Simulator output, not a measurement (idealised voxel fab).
The process module that follows is named voxel transistor to metal.
The cross-section shown here is cut; it is 180 nm wide and divided into square cells measuring 5 nm on a side.
Square cells in a grid make up a cross-section in this document, and the grid is given as bands, listed from the top down, each one or more rows of cells. For a band, the entry starts with two heights in nm, that of the top and then that of the bottom, and carries on with the band's materials in order from left to right, each alongside its width in nm; the word "edge to edge" beside a single material means it fills the band edge to edge, and "empty" means empty space. For the purposes of this specification, 0 denotes the height below which the wafer in its as-received condition is composed wholly of one material, and the lowermost band, lacking a lower limit, extends downward without end, as expressed in "0 and below". The width entry "30->40" should be interpreted row by row: the top row of cells in the band takes the first number, the bottom row takes the second number, and the change between adjacent rows is uniform throughout. You'll sometimes find "left unchanged" written for a step, and that's the way of saying that nowhere in the cross-section did a cell change during that step. Entry "Sealed cavities". Content: empty spaces with no open connection to the top, size 8 cells or greater. Each: width x height at distance. Distance: from left edge. Unit: nm. The remark found on a step's line after its settings is issued by the simulator itself and pertains to that step. If you see "overlay nm" on a step's line and that step has a mask, it's telling you how far right of where it was planned the mask ended up; a negative number means it went left instead.
[Here's what the planned process steps look like]
1,op RECEIVE | material Si
2,op OXIDIZE | depth nm 5
3,op CONFORMAL_DEP | material SiN | thk nm 15
4,op PATTERN | tone cover | mask id ACTIVE | material resist | width nm 115 | thk nm 15 | overlay nm 0
5,op DIRECTIONAL_ETCH | etch materials SiN | depth nm 15
6,op DIRECTIONAL_ETCH | etch materials SiO2 | depth nm 5
7,op DIRECTIONAL_ETCH | etch materials Si | depth nm 25
8,op STRIP | etch materials resist
9,op OXIDIZE | depth nm 5
10,op FILL_DEP | material SiO2 | thk nm 15
11,op CMP | height nm 15
12,op SELECTIVE_ETCH | etch materials SiO2 | depth nm 10
13,op STRIP | etch materials SiN
14,op SELECTIVE_ETCH | etch materials SiO2 | depth nm 5
15,op OXIDIZE | depth nm 5
16,op DIRECTIONAL_DEP | material polySi | thk nm 30
17,op DIRECTIONAL_DEP | material SiCN | thk nm 10
18,op PATTERN | tone cover | mask id GATE | material resist | width nm 25 | thk nm 15 | overlay nm 0
19,op DIRECTIONAL_ETCH | etch materials SiCN | depth nm 20
20,op DIRECTIONAL_ETCH | etch materials polySi | depth nm 40
21,op STRIP | etch materials resist
22,op CONFORMAL_DEP | material SiN | thk nm 5
23,op DIRECTIONAL_ETCH | etch materials SiN | depth nm 5
24,op DIRECTIONAL_ETCH | etch materials SiO2 | depth nm 5
25,op DIRECTIONAL_ETCH | etch materials Si | depth nm 10
26,op EPI | material nSi | thk nm 10
27,op FILL_DEP | material SiO2 | thk nm 10
28,op CMP | height nm 25
29,op STRIP | etch materials polySi
30,op SELECTIVE_ETCH | etch materials SiO2 | depth nm 5
31,op CONFORMAL_DEP | material HfO2 | thk nm 5
32,op CONFORMAL_DEP | material TiN | thk nm 5
33,op FILL_DEP | material W | thk nm 5
34,op CMP | height nm 20
35,op DIRECTIONAL_DEP | material SiO2 | thk nm 15
36,op DIRECTIONAL_DEP | material aC | thk nm 15
37,op PATTERN | tone open | mask id CONTACT | material resist | width nm 20 | pitch nm 85 | thk nm 30 | overlay nm 0
38,op DIRECTIONAL_ETCH | etch materials aC | depth nm 15
39,op STRIP | etch materials resist
40,op DIRECTIONAL_ETCH | etch materials SiO2 | depth nm 45
41,op STRIP | etch materials aC
42,op CONFORMAL_DEP | material TiN | thk nm 5
43,op FILL_DEP | material Ru | thk nm 5
44,op CMP | height nm 35
45,op CONFORMAL_DEP | material SiCN | thk nm 5
46,op DIRECTIONAL_DEP | material lowk | thk nm 20
47,op DIRECTIONAL_DEP | material aC | thk nm 15
48,op PATTERN | tone open | mask id METAL_1 | material resist | width nm 15 | pitch nm 85 | thk nm 35 | overlay nm 0
49,op DIRECTIONAL_ETCH | etch materials aC | depth nm 15
50,op STRIP | etch materials resist
51,op DIRECTIONAL_ETCH | etch materials lowk | depth nm 20
52,op DIRECTIONAL_ETCH | etch materials SiCN | depth nm 5
53,op STRIP | etch materials aC
54,op CONFORMAL_DEP | material TiN | thk nm 5
55,op FILL_DEP | material Ru | thk nm 10
56,op CMP | height nm 60
57,op CONFORMAL_DEP | material SiCN | thk nm 5
58,op DIRECTIONAL_DEP | material SiO2 | thk nm 30
59,op MASKED_ETCH | tone open | mask id METAL_2_HOLES | width nm 15 | pitch nm 85 | etch materials SiO2 | depth nm 30 | overlay nm 0
60,op DIRECTIONAL_DEP | material aC | thk nm 10
61,op PATTERN | tone open | mask id METAL_2 | material resist | width nm 20 | pitch nm 85 | thk nm 30 | overlay nm 0
62,op DIRECTIONAL_ETCH | etch materials aC | depth nm 10
63,op STRIP | etch materials resist
64,op DIRECTIONAL_ETCH | etch materials SiO2 | depth nm 15
65,op DIRECTIONAL_ETCH | etch materials SiCN | depth nm 5
66,op STRIP | etch materials aC
67,op CONFORMAL_DEP | material TiN | thk nm 5
68,op FILL_DEP | material Cu | thk nm 10
69,op CMP | height nm 95
70,op CONFORMAL_DEP | material SiCN | thk nm 5
Don't read the plan's width nm for step 48 as applying to every wafer: that's the first wafer's value, and the wafers differ in it, though they all start identical.
[As-received cross-section, first of several wafers, post step 1]
0 and below = Si edge to edge
Sealed cavities: none
[The cross-section of the first of several wafers is given below for the end of the module, after its final step, step 70]
100 down to 95 = SiCN edge to edge
95 down to 85 = SiO2=35, then TiN=5, then Cu=10, then TiN=5, then SiO2=65, then TiN=5, then Cu=10, then TiN=5, then SiO2=40
85 down to 80 = SiO2=35, then TiN=5, then Cu=5, then TiN=10, then SiO2=65, then TiN=5, then Cu=5, then TiN=10, then SiO2=40
80 down to 65 = SiO2=35, then TiN=5, then Cu=5, then TiN=5, then SiO2=70, then TiN=5, then Cu=5, then TiN=5, then SiO2=45
65 down to 60 = SiCN=35, then TiN=15, then SiCN=70, then TiN=15, then SiCN=45
60 down to 40 = lowk=40, then TiN=5, then Ru=5, then TiN=5, then lowk=70, then TiN=5, then Ru=5, then TiN=5, then lowk=40
40 down to 35 = SiCN=40, then TiN=15, then SiCN=70, then TiN=15, then SiCN=40
35 down to 20 = SiO2=35, then TiN=5, then Ru=10, then TiN=5, then SiO2=65, then TiN=5, then Ru=10, then TiN=5, then SiO2=40
20 down to 0 = SiO2=35, then TiN=5, then Ru=10, then TiN=5, then SiO2=15, then SiN=5, then HfO2=5, then TiN=5, then W=5, then TiN=5, then HfO2=5, then SiN=5, then SiO2=15, then TiN=5, then Ru=10, then TiN=5, then SiO2=40
0 down to -5 = SiO2=25, then SiN=5, then SiO2=5, then TiN=5, then Ru=10, then TiN=5, then SiO2=5, then nSi=10, then SiN=5, then HfO2=5, then TiN=15, then HfO2=5, then SiN=5, then nSi=10, then SiO2=5, then TiN=5, then Ru=10, then TiN=5, then SiO2=5, then SiN=5, then SiO2=30
-5 down to -10 = SiO2=35, then TiN=20, then SiO2=5, then nSi=10, then HfO2=35, then nSi=10, then SiO2=5, then TiN=20, then SiO2=40
-10 down to -20 = SiO2=35, then nSi=35, then Si=35, then nSi=35, then SiO2=40
-20 down to -35 = SiO2=35, then Si=105, then SiO2=40
-35 and below = Si edge to edge
Sealed cavities: none
[Wafer cross-section (last wafer, module end)]
100 down to 95 = SiCN edge to edge
95 down to 85 = SiO2=35, then TiN=5, then Cu=10, then TiN=5, then SiO2=65, then TiN=5, then Cu=10, then TiN=5, then SiO2=40
85 down to 80 = SiO2=35, then TiN=5, then Cu=5, then TiN=10, then SiO2=65, then TiN=5, then Cu=5, then TiN=10, then SiO2=40
80 down to 65 = SiO2=35, then TiN=5, then Cu=5, then TiN=5, then SiO2=70, then TiN=5, then Cu=5, then TiN=5, then SiO2=45
65 down to 60 = SiCN=35, then TiN=15, then SiCN=70, then TiN=15, then SiCN=45
60 down to 40 = lowk=30, then TiN=5, then Ru=25, then TiN=5, then lowk=50, then TiN=5, then Ru=25, then TiN=5, then lowk=30
40 down to 35 = SiCN=30, then TiN=35, then SiCN=50, then TiN=35, then SiCN=30
35 down to 20 = SiO2=35, then TiN=5, then Ru=10, then TiN=5, then SiO2=65, then TiN=5, then Ru=10, then TiN=5, then SiO2=40
20 down to 0 = SiO2=35, then TiN=5, then Ru=10, then TiN=5, then SiO2=15, then SiN=5, then HfO2=5, then TiN=5, then W=5, then TiN=5, then HfO2=5, then SiN=5, then SiO2=15, then TiN=5, then Ru=10, then TiN=5, then SiO2=40
0 down to -5 = SiO2=25, then SiN=5, then SiO2=5, then TiN=5, then Ru=10, then TiN=5, then SiO2=5, then nSi=10, then SiN=5, then HfO2=5, then TiN=15, then HfO2=5, then SiN=5, then nSi=10, then SiO2=5, then TiN=5, then Ru=10, then TiN=5, then SiO2=5, then SiN=5, then SiO2=30
-5 down to -10 = SiO2=35, then TiN=20, then SiO2=5, then nSi=10, then HfO2=35, then nSi=10, then SiO2=5, then TiN=20, then SiO2=40
-10 down to -20 = SiO2=35, then nSi=35, then Si=35, then nSi=35, then SiO2=40
-20 down to -35 = SiO2=35, then Si=105, then SiO2=40
-35 and below = Si edge to edge
Sealed cavities: none
[Take any row and you have a wafer at the end of the module: how many cells of each material it has gained (+) or lost (-) since it was received, and then its closed voids]
width nm 15, +16 Cu, +17 HfO2, +40 Ru, -175 Si, +96 SiCN, +12 SiN, +449 SiO2, +105 TiN, +4 W, +120 lowk, +36 nSi, Sealed cavities: none
width nm 20, +16 Cu, +17 HfO2, +48 Ru, -175 Si, +94 SiCN, +12 SiN, +449 SiO2, +107 TiN, +4 W, +112 lowk, +36 nSi, Sealed cavities: none
width nm 25, +16 Cu, +17 HfO2, +56 Ru, -175 Si, +92 SiCN, +12 SiN, +449 SiO2, +109 TiN, +4 W, +104 lowk, +36 nSi, Sealed cavities: none
width nm 30, +16 Cu, +17 HfO2, +64 Ru, -175 Si, +90 SiCN, +12 SiN, +449 SiO2, +111 TiN, +4 W, +96 lowk, +36 nSi, Sealed cavities: none
width nm 35, +16 Cu, +17 HfO2, +72 Ru, -175 Si, +88 SiCN, +12 SiN, +449 SiO2, +113 TiN, +4 W, +88 lowk, +36 nSi, Sealed cavities: none
